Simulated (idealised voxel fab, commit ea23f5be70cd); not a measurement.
process module | voxel wiring stack
cross-section cut | 155 nm wide | cells 5 nm
A cross-section is a grid of square cells, given in bands from the top down. A band is one or more rows of cells.
Each band's line starts with the height of the band's top and of its bottom, in nm. Then come its materials from left to right, each with its width in nm. One material with "throughout" fills the band from edge to edge. "air" is empty space.
Height 0 is the level under which the wafer as received is all one material. The lowest band goes on downwards, as in "0 down".
A width such as "30 to 40" changes by the same amount from each row of cells to the next, from the band's top row to its bottom row.
"no change" after a step means that no cell of the cross-section changed.
closed voids: empty space of 8 cells or more with no open way to the top, each as width x height at its distance from the left edge, in nm
after a step's settings: what the simulator itself notes on the step
overlay nm, on a step with a mask: how far to the right of its planned place the mask lay; to the left if negative
plan
1 op RECEIVE | material Si
2 op CONFORMAL_DEP | material SiO2 | thk nm 15
3 op DIRECTIONAL_DEP | material TiN | thk nm 5
4 op DIRECTIONAL_DEP | material W | thk nm 15
5 op MASKED_ETCH | tone cover | mask id METAL_1 | width nm 20 | pitch nm 45 | etch materials W | depth nm 15 | overlay nm 0
6 op MASKED_ETCH | tone cover | mask id METAL_1 | width nm 20 | pitch nm 45 | etch materials TiN | depth nm 5 | overlay nm 0
7 op CONFORMAL_DEP | material SiN | thk nm 5
8 op FILL_DEP | material lowk | thk nm 5
9 op CMP | height nm 35
10 op CONFORMAL_DEP | material SiCN | thk nm 5
11 op DIRECTIONAL_DEP | material lowk | thk nm 15
12 op PATTERN | tone open | mask id PLUG_1 | material resist | width nm 15 | pitch nm 90 | thk nm 15 | overlay nm 0
13 op DIRECTIONAL_ETCH | etch materials lowk | depth nm 15
14 op DIRECTIONAL_ETCH | etch materials SiCN | depth nm 5
15 op STRIP | etch materials resist
16 op CONFORMAL_DEP | material TiN | thk nm 5
17 op FILL_DEP | material W | thk nm 10
18 op CMP | height nm 55
19 op CONFORMAL_DEP | material SiN | thk nm 5
20 op DIRECTIONAL_DEP | material SiO2 | thk nm 25
21 op DIRECTIONAL_DEP | material aC | thk nm 15
22 op PATTERN | tone open | mask id METAL_2 | material resist | width nm 20 | pitch nm 45 | thk nm 30 | overlay nm 0
23 op DIRECTIONAL_ETCH | etch materials aC | depth nm 15
24 op STRIP | etch materials resist
25 op DIRECTIONAL_ETCH | etch materials SiO2 | depth nm 25
26 op DIRECTIONAL_ETCH | etch materials SiN | depth nm 5
27 op STRIP | etch materials aC
28 op CONFORMAL_DEP | material TiN | thk nm 5
29 op FILL_DEP | material W | thk nm 10
30 op CMP | height nm 85
31 op CONFORMAL_DEP | material SiCN | thk nm 5
32 op DIRECTIONAL_DEP | material SiO2 | thk nm 20
33 op DIRECTIONAL_DEP | material aC | thk nm 10
34 op PATTERN | tone open | mask id PLUG_2 | material resist | width nm 15 | pitch nm 90 | thk nm 30 | overlay nm 0
35 op DIRECTIONAL_ETCH | etch materials aC | depth nm 10
36 op STRIP | etch materials resist
37 op DIRECTIONAL_ETCH | etch materials SiO2 | depth nm 20
38 op DIRECTIONAL_ETCH | etch materials SiCN | depth nm 5
39 op STRIP | etch materials aC
40 op EPI | material Ru | thk nm 10
41 op EPI | material Ru | thk nm 10
42 op EPI | material Ru | thk nm 5
43 op CONFORMAL_DEP | material SiN | thk nm 5
44 op DIRECTIONAL_DEP | material lowk | thk nm 25
45 op MASKED_ETCH | tone open | mask id METAL_3 | width nm 20 | pitch nm 45 | etch materials lowk | depth nm 25 | overlay nm 0
46 op MASKED_ETCH | tone open | mask id METAL_3 | width nm 20 | pitch nm 45 | etch materials SiN | depth nm 5 | overlay nm 0
47 op CONFORMAL_DEP | material TiN | thk nm 5
48 op FILL_DEP | material Cu | thk nm 10
49 op CMP | height nm 140
50 op CONFORMAL_DEP | material SiCN | thk nm 5
51 op DIRECTIONAL_DEP | material lowk | thk nm 10
52 op DIRECTIONAL_DEP | material aC | thk nm 10
53 op PATTERN | tone open | mask id PLUG_3 | material resist | width nm 15 | pitch nm 45 | thk nm 25 | overlay nm 0
54 op DIRECTIONAL_ETCH | etch materials aC | depth nm 10
55 op STRIP | etch materials resist
56 op DIRECTIONAL_ETCH | etch materials lowk | depth nm 10
57 op DIRECTIONAL_ETCH | etch materials SiCN | depth nm 5
58 op STRIP | etch materials aC
59 op CONFORMAL_DEP | material TiN | thk nm 5
60 op FILL_DEP | material W | thk nm 5
61 op CMP | height nm 155
62 op DIRECTIONAL_DEP | material TiN | thk nm 5
63 op DIRECTIONAL_DEP | material W | thk nm 15
64 op PATTERN | tone cover | mask id METAL_4 | material resist | width nm 20 | pitch nm 45 | thk nm 20 | overlay nm 0
65 op DIRECTIONAL_ETCH | etch materials W | depth nm 15
66 op DIRECTIONAL_ETCH | etch materials TiN | depth nm 5
67 op STRIP | etch materials resist
68 op CONFORMAL_DEP | material SiCN | thk nm 5
69 op FILL_DEP | material lowk | thk nm 5
70 op CMP | height nm 175
71 op CONFORMAL_DEP | material SiCN | thk nm 5
first wafer, as planned
as received, after step 1
  0 down: Si throughout
  closed voids: none
after step 2
  15 to 0: SiO2 throughout
  below 0: unchanged
after step 3
  20 to 15: TiN throughout
  below 15: unchanged
after step 4
  35 to 20: W throughout
  below 20: unchanged
after step 5
  35 to 20: air 20 | W 20 | air 25 | W 20 | air 25 | W 20 | air 25
  below 20: unchanged
after step 6
  35 to 20: air 20 | W 20 | air 25 | W 20 | air 25 | W 20 | air 25
  20 to 15: air 20 | TiN 20 | air 25 | TiN 20 | air 25 | TiN 20 | air 25
  below 15: unchanged
after step 7
  40 to 35: air 15 | SiN 30 | air 15 | SiN 30 | air 15 | SiN 30 | air 20
  35 to 20: air 15 | SiN 5 | W 20 | SiN 5 | air 15 | SiN 5 | W 20 | SiN 5 | air 15 | SiN 5 | W 20 | SiN 5 | air 20
  20 to 15: SiN 20 | TiN 20 | SiN 25 | TiN 20 | SiN 25 | TiN 20 | SiN 25
  below 15: unchanged
after step 8
  45 to 40: lowk throughout
  40 to 35: lowk 15 | SiN 30 | lowk 15 | SiN 30 | lowk 15 | SiN 30 | lowk 20
  35 to 20: lowk 15 | SiN 5 | W 20 | SiN 5 | lowk 15 | SiN 5 | W 20 | SiN 5 | lowk 15 | SiN 5 | W 20 | SiN 5 | lowk 20
  below 20: unchanged
after step 9
  35 to 20: lowk 15 | SiN 5 | W 20 | SiN 5 | lowk 15 | SiN 5 | W 20 | SiN 5 | lowk 15 | SiN 5 | W 20 | SiN 5 | lowk 20
  below 20: unchanged
after step 10
  40 to 35: SiCN throughout
  below 35: unchanged
after step 11
  55 to 40: lowk throughout
  below 40: unchanged
after step 12
  70 to 55: resist 20 | air 15 | resist 75 | air 15 | resist 30
  below 55: unchanged
after step 13
  70 to 55: resist 20 | air 15 | resist 75 | air 15 | resist 30
  55 to 40: lowk 20 | air 15 | lowk 75 | air 15 | lowk 30
  below 40: unchanged
after step 14
  70 to 55: resist 20 | air 15 | resist 75 | air 15 | resist 30
  55 to 40: lowk 20 | air 15 | lowk 75 | air 15 | lowk 30
  40 to 35: SiCN 20 | air 15 | SiCN 75 | air 15 | SiCN 30
  below 35: unchanged
after step 15
  55 to 40: lowk 20 | air 15 | lowk 75 | air 15 | lowk 30
  below 40: unchanged
after step 16
  60 to 55: TiN 25 | air 5 | TiN 85 | air 5 | TiN 35
  55 to 40: lowk 20 | TiN 5 | air 5 | TiN 5 | lowk 75 | TiN 5 | air 5 | TiN 5 | lowk 30
  40 to 35: SiCN 20 | TiN 15 | SiCN 75 | TiN 15 | SiCN 30
  below 35: unchanged
after step 17
  70 to 60: W throughout
  60 to 55: TiN 25 | W 5 | TiN 85 | W 5 | TiN 35
  55 to 40: lowk 20 | TiN 5 | W 5 | TiN 5 | lowk 75 | TiN 5 | W 5 | TiN 5 | lowk 30
  below 40: unchanged
after step 18
  55 to 40: lowk 20 | TiN 5 | W 5 | TiN 5 | lowk 75 | TiN 5 | W 5 | TiN 5 | lowk 30
  below 40: unchanged
after step 19
  60 to 55: SiN throughout
  below 55: unchanged
after step 20
  85 to 60: SiO2 throughout
  below 60: unchanged
after step 21
  100 to 85: aC throughout
  below 85: unchanged
after step 22
  130 to 100: resist 20 | air 20 | resist 25 | air 20 | resist 25 | air 20 | resist 25
  below 100: unchanged
after step 23
  115 to 100: resist 20 | air 20 | resist 25 | air 20 | resist 25 | air 20 | resist 25
  100 to 85: aC 20 | air 20 | aC 25 | air 20 | aC 25 | air 20 | aC 25
  below 85: unchanged
after step 24
  100 to 85: aC 20 | air 20 | aC 25 | air 20 | aC 25 | air 20 | aC 25
  below 85: unchanged
after step 25
  100 to 85: aC 20 | air 20 | aC 25 | air 20 | aC 25 | air 20 | aC 25
  85 to 60: SiO2 20 | air 20 | SiO2 25 | air 20 | SiO2 25 | air 20 | SiO2 25
  below 60: unchanged
after step 26
  100 to 85: aC 20 | air 20 | aC 25 | air 20 | aC 25 | air 20 | aC 25
  85 to 60: SiO2 20 | air 20 | SiO2 25 | air 20 | SiO2 25 | air 20 | SiO2 25
  60 to 55: SiN 20 | air 20 | SiN 25 | air 20 | SiN 25 | air 20 | SiN 25
  below 55: unchanged
after step 27
  85 to 60: SiO2 20 | air 20 | SiO2 25 | air 20 | SiO2 25 | air 20 | SiO2 25
  below 60: unchanged
after step 28
  90 to 85: TiN 25 | air 10 | TiN 35 | air 10 | TiN 35 | air 10 | TiN 30
  85 to 60: SiO2 20 | TiN 5 | air 10 | TiN 5 | SiO2 25 | TiN 5 | air 10 | TiN 5 | SiO2 25 | TiN 5 | air 10 | TiN 5 | SiO2 25
  60 to 55: SiN 20 | TiN 20 | SiN 25 | TiN 20 | SiN 25 | TiN 20 | SiN 25
  below 55: unchanged
after step 29
  100 to 90: W throughout
  90 to 85: TiN 25 | W 10 | TiN 35 | W 10 | TiN 35 | W 10 | TiN 30
  85 to 60: SiO2 20 | TiN 5 | W 10 | TiN 5 | SiO2 25 | TiN 5 | W 10 | TiN 5 | SiO2 25 | TiN 5 | W 10 | TiN 5 | SiO2 25
  below 60: unchanged
after step 30
  85 to 60: SiO2 20 | TiN 5 | W 10 | TiN 5 | SiO2 25 | TiN 5 | W 10 | TiN 5 | SiO2 25 | TiN 5 | W 10 | TiN 5 | SiO2 25
  below 60: unchanged
after step 31
  90 to 85: SiCN throughout
  below 85: unchanged
after step 32
  110 to 90: SiO2 throughout
  below 90: unchanged
after step 33
  120 to 110: aC throughout
  below 110: unchanged
after step 34
  150 to 120: resist 20 | air 15 | resist 75 | air 15 | resist 30
  below 120: unchanged
after step 35
  140 to 120: resist 20 | air 15 | resist 75 | air 15 | resist 30
  120 to 110: aC 20 | air 15 | aC 75 | air 15 | aC 30
  below 110: unchanged
after step 36
  120 to 110: aC 20 | air 15 | aC 75 | air 15 | aC 30
  below 110: unchanged
after step 37
  120 to 110: aC 20 | air 15 | aC 75 | air 15 | aC 30
  110 to 90: SiO2 20 | air 15 | SiO2 75 | air 15 | SiO2 30
  below 90: unchanged
after step 38
  120 to 110: aC 20 | air 15 | aC 75 | air 15 | aC 30
  110 to 90: SiO2 20 | air 15 | SiO2 75 | air 15 | SiO2 30
  90 to 85: SiCN 20 | air 15 | SiCN 75 | air 15 | SiCN 30
  below 85: unchanged
after step 39
  110 to 90: SiO2 20 | air 15 | SiO2 75 | air 15 | SiO2 30
  below 90: unchanged
after step 40
  110 to 95: SiO2 20 | air 15 | SiO2 75 | air 15 | SiO2 30
  95 to 90: SiO2 20 | Ru 15 | SiO2 75 | Ru 15 | SiO2 30
  90 to 85: SiCN 20 | Ru 15 | SiCN 75 | Ru 15 | SiCN 30
  below 85: unchanged
after step 41
  110 to 105: SiO2 20 | air 15 | SiO2 75 | air 15 | SiO2 30
  105 to 90: SiO2 20 | Ru 15 | SiO2 75 | Ru 15 | SiO2 30
  below 90: unchanged
after step 42
  110 to 90: SiO2 20 | Ru 15 | SiO2 75 | Ru 15 | SiO2 30
  below 90: unchanged
after step 43
  115 to 110: SiN throughout
  below 110: unchanged
after step 44
  140 to 115: lowk throughout
  below 115: unchanged
after step 45
  140 to 115: lowk 20 | air 20 | lowk 25 | air 20 | lowk 25 | air 20 | lowk 25
  below 115: unchanged
after step 46
  140 to 115: lowk 20 | air 20 | lowk 25 | air 20 | lowk 25 | air 20 | lowk 25
  115 to 110: SiN 20 | air 20 | SiN 25 | air 20 | SiN 25 | air 20 | SiN 25
  below 110: unchanged
after step 47
  145 to 140: TiN 25 | air 10 | TiN 35 | air 10 | TiN 35 | air 10 | TiN 30
  140 to 115: lowk 20 | TiN 5 | air 10 | TiN 5 | lowk 25 | TiN 5 | air 10 | TiN 5 | lowk 25 | TiN 5 | air 10 | TiN 5 | lowk 25
  115 to 110: SiN 20 | TiN 20 | SiN 25 | TiN 20 | SiN 25 | TiN 20 | SiN 25
  below 110: unchanged
after step 48
  155 to 145: Cu throughout
  145 to 140: TiN 25 | Cu 10 | TiN 35 | Cu 10 | TiN 35 | Cu 10 | TiN 30
  140 to 115: lowk 20 | TiN 5 | Cu 10 | TiN 5 | lowk 25 | TiN 5 | Cu 10 | TiN 5 | lowk 25 | TiN 5 | Cu 10 | TiN 5 | lowk 25
  below 115: unchanged
after step 49
  140 to 115: lowk 20 | TiN 5 | Cu 10 | TiN 5 | lowk 25 | TiN 5 | Cu 10 | TiN 5 | lowk 25 | TiN 5 | Cu 10 | TiN 5 | lowk 25
  below 115: unchanged
after step 50
  145 to 140: SiCN throughout
  below 140: unchanged
after step 51
  155 to 145: lowk throughout
  below 145: unchanged
after step 52
  165 to 155: aC throughout
  below 155: unchanged
after step 53
  190 to 165: resist 20 | air 15 | resist 30 | air 15 | resist 30 | air 15 | resist 30
  below 165: unchanged
after step 54
  180 to 165: resist 20 | air 15 | resist 30 | air 15 | resist 30 | air 15 | resist 30
  165 to 155: aC 20 | air 15 | aC 30 | air 15 | aC 30 | air 15 | aC 30
  below 155: unchanged
after step 55
  165 to 155: aC 20 | air 15 | aC 30 | air 15 | aC 30 | air 15 | aC 30
  below 155: unchanged
after step 56
  165 to 155: aC 20 | air 15 | aC 30 | air 15 | aC 30 | air 15 | aC 30
  155 to 145: lowk 20 | air 15 | lowk 30 | air 15 | lowk 30 | air 15 | lowk 30
  below 145: unchanged
after step 57
  165 to 155: aC 20 | air 15 | aC 30 | air 15 | aC 30 | air 15 | aC 30
  155 to 145: lowk 20 | air 15 | lowk 30 | air 15 | lowk 30 | air 15 | lowk 30
  145 to 140: SiCN 20 | air 15 | SiCN 30 | air 15 | SiCN 30 | air 15 | SiCN 30
  below 140: unchanged
after step 58
  155 to 145: lowk 20 | air 15 | lowk 30 | air 15 | lowk 30 | air 15 | lowk 30
  below 145: unchanged
after step 59
  160 to 155: TiN 25 | air 5 | TiN 40 | air 5 | TiN 40 | air 5 | TiN 35
  155 to 145: lowk 20 | TiN 5 | air 5 | TiN 5 | lowk 30 | TiN 5 | air 5 | TiN 5 | lowk 30 | TiN 5 | air 5 | TiN 5 | lowk 30
  145 to 140: SiCN 20 | TiN 15 | SiCN 30 | TiN 15 | SiCN 30 | TiN 15 | SiCN 30
  below 140: unchanged
after step 60
  165 to 160: W throughout
  160 to 155: TiN 25 | W 5 | TiN 40 | W 5 | TiN 40 | W 5 | TiN 35
  155 to 145: lowk 20 | TiN 5 | W 5 | TiN 5 | lowk 30 | TiN 5 | W 5 | TiN 5 | lowk 30 | TiN 5 | W 5 | TiN 5 | lowk 30
  below 145: unchanged
after step 61
  155 to 145: lowk 20 | TiN 5 | W 5 | TiN 5 | lowk 30 | TiN 5 | W 5 | TiN 5 | lowk 30 | TiN 5 | W 5 | TiN 5 | lowk 30
  below 145: unchanged
after step 62
  160 to 155: TiN throughout
  below 155: unchanged
after step 63
  175 to 160: W throughout
  below 160: unchanged
after step 64
  195 to 175: air 20 | resist 20 | air 25 | resist 20 | air 25 | resist 20 | air 25
  below 175: unchanged
after step 65
  195 to 175: air 20 | resist 20 | air 25 | resist 20 | air 25 | resist 20 | air 25
  175 to 160: air 20 | W 20 | air 25 | W 20 | air 25 | W 20 | air 25
  below 160: unchanged
after step 66
  195 to 175: air 20 | resist 20 | air 25 | resist 20 | air 25 | resist 20 | air 25
  175 to 160: air 20 | W 20 | air 25 | W 20 | air 25 | W 20 | air 25
  160 to 155: air 20 | TiN 20 | air 25 | TiN 20 | air 25 | TiN 20 | air 25
  below 155: unchanged
after step 67
  175 to 160: air 20 | W 20 | air 25 | W 20 | air 25 | W 20 | air 25
  below 160: unchanged
after step 68
  180 to 175: air 15 | SiCN 30 | air 15 | SiCN 30 | air 15 | SiCN 30 | air 20
  175 to 160: air 15 | SiCN 5 | W 20 | SiCN 5 | air 15 | SiCN 5 | W 20 | SiCN 5 | air 15 | SiCN 5 | W 20 | SiCN 5 | air 20
  160 to 155: SiCN 20 | TiN 20 | SiCN 25 | TiN 20 | SiCN 25 | TiN 20 | SiCN 25
  below 155: unchanged
after step 69
  185 to 180: lowk throughout
  180 to 175: lowk 15 | SiCN 30 | lowk 15 | SiCN 30 | lowk 15 | SiCN 30 | lowk 20
  175 to 160: lowk 15 | SiCN 5 | W 20 | SiCN 5 | lowk 15 | SiCN 5 | W 20 | SiCN 5 | lowk 15 | SiCN 5 | W 20 | SiCN 5 | lowk 20
  below 160: unchanged
after step 70
  175 to 160: lowk 15 | SiCN 5 | W 20 | SiCN 5 | lowk 15 | SiCN 5 | W 20 | SiCN 5 | lowk 15 | SiCN 5 | W 20 | SiCN 5 | lowk 20
  below 160: unchanged
after step 71
  180 to 175: SiCN throughout
  below 175: unchanged
second wafer: like start, like plan, one mistake. Through step 39 it matches the first wafer
when step 41 should have ended
  115 to 110: air 15 | Ru 25 | air 65 | Ru 25 | air 25
  110 to 90: SiO2 20 | Ru 15 | SiO2 75 | Ru 15 | SiO2 30
  90 to 85: SiCN 20 | Ru 15 | SiCN 75 | Ru 15 | SiCN 30
  below 85: unchanged
when step 42 should have ended
  120 to 110: air 10 | Ru 35 | air 55 | Ru 35 | air 20
  below 110: unchanged
when step 43 should have ended
  125 to 120: air 5 | SiN 45 | air 45 | SiN 45 | air 15
  120 to 115: air 5 | SiN 5 | Ru 35 | SiN 5 | air 45 | SiN 5 | Ru 35 | SiN 5 | air 15
  115 to 110: SiN 10 | Ru 35 | SiN 55 | Ru 35 | SiN 20
  below 110: unchanged
when step 44 should have ended
  150 to 140: air 5 | lowk 45 | air 45 | lowk 45 | air 15
  140 to 125: lowk throughout
  125 to 120: lowk 5 | SiN 45 | lowk 45 | SiN 45 | lowk 15
  120 to 115: lowk 5 | SiN 5 | Ru 35 | SiN 5 | lowk 45 | SiN 5 | Ru 35 | SiN 5 | lowk 15
  below 115: unchanged
when step 45 should have ended
  150 to 140: air 5 | lowk 15 | air 20 | lowk 10 | air 45 | lowk 15 | air 20 | lowk 10 | air 15
  140 to 125: lowk 20 | air 20 | lowk 25 | air 20 | lowk 25 | air 20 | lowk 25
  125 to 120: lowk 5 | SiN 45 | lowk 15 | air 20 | lowk 10 | SiN 45 | lowk 15
  120 to 115: lowk 5 | SiN 5 | Ru 35 | SiN 5 | lowk 15 | air 20 | lowk 10 | SiN 5 | Ru 35 | SiN 5 | lowk 15
  below 115: unchanged
when step 46 should have ended
  150 to 140: air 5 | lowk 15 | air 20 | lowk 10 | air 45 | lowk 15 | air 20 | lowk 10 | air 15
  140 to 125: lowk 20 | air 20 | lowk 25 | air 20 | lowk 25 | air 20 | lowk 25
  125 to 120: lowk 5 | SiN 15 | air 20 | SiN 10 | lowk 15 | air 20 | lowk 10 | SiN 15 | air 20 | SiN 10 | lowk 15
  120 to 115: lowk 5 | SiN 5 | Ru 35 | SiN 5 | lowk 15 | air 20 | lowk 10 | SiN 5 | Ru 35 | SiN 5 | lowk 15
  115 to 110: SiN 10 | Ru 35 | SiN 20 | air 20 | SiN 15 | Ru 35 | SiN 20
  below 110: unchanged
when step 47 should have ended
  155 to 150: TiN 25 | air 10 | TiN 20 | air 35 | TiN 25 | air 10 | TiN 20 | air 10
  150 to 145: TiN 5 | lowk 15 | TiN 5 | air 10 | TiN 5 | lowk 10 | TiN 5 | air 35 | TiN 5 | lowk 15 | TiN 5 | air 10 | TiN 5 | lowk 10 | TiN 5 | air 10
  145 to 140: TiN 5 | lowk 15 | TiN 5 | air 10 | TiN 5 | lowk 10 | TiN 20 | air 10 | TiN 15 | lowk 15 | TiN 5 | air 10 | TiN 5 | lowk 10 | TiN 15
  140 to 125: lowk 20 | TiN 5 | air 10 | TiN 5 | lowk 25 | TiN 5 | air 10 | TiN 5 | lowk 25 | TiN 5 | air 10 | TiN 5 | lowk 25
  125 to 120: lowk 5 | SiN 15 | TiN 20 | SiN 10 | lowk 15 | TiN 5 | air 10 | TiN 5 | lowk 10 | SiN 15 | TiN 20 | SiN 10 | lowk 15
  120 to 115: lowk 5 | SiN 5 | Ru 35 | SiN 5 | lowk 15 | TiN 5 | air 10 | TiN 5 | lowk 10 | SiN 5 | Ru 35 | SiN 5 | lowk 15
  115 to 110: SiN 10 | Ru 35 | SiN 20 | TiN 20 | SiN 15 | Ru 35 | SiN 20
  below 110: unchanged
when step 48 should have ended
  165 to 155: Cu throughout
  155 to 150: TiN 25 | Cu 10 | TiN 20 | Cu 35 | TiN 25 | Cu 10 | TiN 20 | Cu 10
  150 to 145: TiN 5 | lowk 15 | TiN 5 | Cu 10 | TiN 5 | lowk 10 | TiN 5 | Cu 35 | TiN 5 | lowk 15 | TiN 5 | Cu 10 | TiN 5 | lowk 10 | TiN 5 | Cu 10
  145 to 140: TiN 5 | lowk 15 | TiN 5 | Cu 10 | TiN 5 | lowk 10 | TiN 20 | Cu 10 | TiN 15 | lowk 15 | TiN 5 | Cu 10 | TiN 5 | lowk 10 | TiN 15
  140 to 125: lowk 20 | TiN 5 | Cu 10 | TiN 5 | lowk 25 | TiN 5 | Cu 10 | TiN 5 | lowk 25 | TiN 5 | Cu 10 | TiN 5 | lowk 25
  125 to 120: lowk 5 | SiN 15 | TiN 20 | SiN 10 | lowk 15 | TiN 5 | Cu 10 | TiN 5 | lowk 10 | SiN 15 | TiN 20 | SiN 10 | lowk 15
  120 to 115: lowk 5 | SiN 5 | Ru 35 | SiN 5 | lowk 15 | TiN 5 | Cu 10 | TiN 5 | lowk 10 | SiN 5 | Ru 35 | SiN 5 | lowk 15
  below 115: unchanged
when step 49 should have ended
  140 to 125: lowk 20 | TiN 5 | Cu 10 | TiN 5 | lowk 25 | TiN 5 | Cu 10 | TiN 5 | lowk 25 | TiN 5 | Cu 10 | TiN 5 | lowk 25
  below 125: unchanged
when step 50 should have ended
  145 to 140: SiCN throughout
  below 140: unchanged
when step 51 should have ended
  155 to 145: lowk throughout
  below 145: unchanged
when step 52 should have ended
  165 to 155: aC throughout
  below 155: unchanged
when step 53 should have ended
  190 to 165: resist 20 | air 15 | resist 30 | air 15 | resist 30 | air 15 | resist 30
  below 165: unchanged
when step 54 should have ended
  180 to 165: resist 20 | air 15 | resist 30 | air 15 | resist 30 | air 15 | resist 30
  165 to 155: aC 20 | air 15 | aC 30 | air 15 | aC 30 | air 15 | aC 30
  below 155: unchanged
when step 55 should have ended
  165 to 155: aC 20 | air 15 | aC 30 | air 15 | aC 30 | air 15 | aC 30
  below 155: unchanged
when step 56 should have ended
  165 to 155: aC 20 | air 15 | aC 30 | air 15 | aC 30 | air 15 | aC 30
  155 to 145: lowk 20 | air 15 | lowk 30 | air 15 | lowk 30 | air 15 | lowk 30
  below 145: unchanged
when step 57 should have ended
  165 to 155: aC 20 | air 15 | aC 30 | air 15 | aC 30 | air 15 | aC 30
  155 to 145: lowk 20 | air 15 | lowk 30 | air 15 | lowk 30 | air 15 | lowk 30
  145 to 140: SiCN 20 | air 15 | SiCN 30 | air 15 | SiCN 30 | air 15 | SiCN 30
  below 140: unchanged
when step 58 should have ended
  155 to 145: lowk 20 | air 15 | lowk 30 | air 15 | lowk 30 | air 15 | lowk 30
  below 145: unchanged
when step 59 should have ended
  160 to 155: TiN 25 | air 5 | TiN 40 | air 5 | TiN 40 | air 5 | TiN 35
  155 to 145: lowk 20 | TiN 5 | air 5 | TiN 5 | lowk 30 | TiN 5 | air 5 | TiN 5 | lowk 30 | TiN 5 | air 5 | TiN 5 | lowk 30
  145 to 140: SiCN 20 | TiN 15 | SiCN 30 | TiN 15 | SiCN 30 | TiN 15 | SiCN 30
  below 140: unchanged
when step 60 should have ended
  165 to 160: W throughout
  160 to 155: TiN 25 | W 5 | TiN 40 | W 5 | TiN 40 | W 5 | TiN 35
  155 to 145: lowk 20 | TiN 5 | W 5 | TiN 5 | lowk 30 | TiN 5 | W 5 | TiN 5 | lowk 30 | TiN 5 | W 5 | TiN 5 | lowk 30
  below 145: unchanged
when step 61 should have ended
  155 to 145: lowk 20 | TiN 5 | W 5 | TiN 5 | lowk 30 | TiN 5 | W 5 | TiN 5 | lowk 30 | TiN 5 | W 5 | TiN 5 | lowk 30
  below 145: unchanged
when step 62 should have ended
  160 to 155: TiN throughout
  below 155: unchanged
when step 63 should have ended
  175 to 160: W throughout
  below 160: unchanged
when step 64 should have ended
  195 to 175: air 20 | resist 20 | air 25 | resist 20 | air 25 | resist 20 | air 25
  below 175: unchanged
when step 65 should have ended
  195 to 175: air 20 | resist 20 | air 25 | resist 20 | air 25 | resist 20 | air 25
  175 to 160: air 20 | W 20 | air 25 | W 20 | air 25 | W 20 | air 25
  below 160: unchanged
when step 66 should have ended
  195 to 175: air 20 | resist 20 | air 25 | resist 20 | air 25 | resist 20 | air 25
  175 to 160: air 20 | W 20 | air 25 | W 20 | air 25 | W 20 | air 25
  160 to 155: air 20 | TiN 20 | air 25 | TiN 20 | air 25 | TiN 20 | air 25
  below 155: unchanged
when step 67 should have ended
  175 to 160: air 20 | W 20 | air 25 | W 20 | air 25 | W 20 | air 25
  below 160: unchanged
when step 68 should have ended
  180 to 175: air 15 | SiCN 30 | air 15 | SiCN 30 | air 15 | SiCN 30 | air 20
  175 to 160: air 15 | SiCN 5 | W 20 | SiCN 5 | air 15 | SiCN 5 | W 20 | SiCN 5 | air 15 | SiCN 5 | W 20 | SiCN 5 | air 20
  160 to 155: SiCN 20 | TiN 20 | SiCN 25 | TiN 20 | SiCN 25 | TiN 20 | SiCN 25
  below 155: unchanged
when step 69 should have ended
  185 to 180: lowk throughout
  180 to 175: lowk 15 | SiCN 30 | lowk 15 | SiCN 30 | lowk 15 | SiCN 30 | lowk 20
  175 to 160: lowk 15 | SiCN 5 | W 20 | SiCN 5 | lowk 15 | SiCN 5 | W 20 | SiCN 5 | lowk 15 | SiCN 5 | W 20 | SiCN 5 | lowk 20
  below 160: unchanged
when step 70 should have ended
  175 to 160: lowk 15 | SiCN 5 | W 20 | SiCN 5 | lowk 15 | SiCN 5 | W 20 | SiCN 5 | lowk 15 | SiCN 5 | W 20 | SiCN 5 | lowk 20
  below 160: unchanged
when step 71 should have ended
  180 to 175: SiCN throughout
  below 175: unchanged
what went wrong: one of the steps 40 and 41, which are alike, was run twice
at the end the second wafer has, in cells: 8 fewer of Cu | 28 more of Ru | 8 more of SiN | 8 fewer of TiN | 20 fewer of lowk
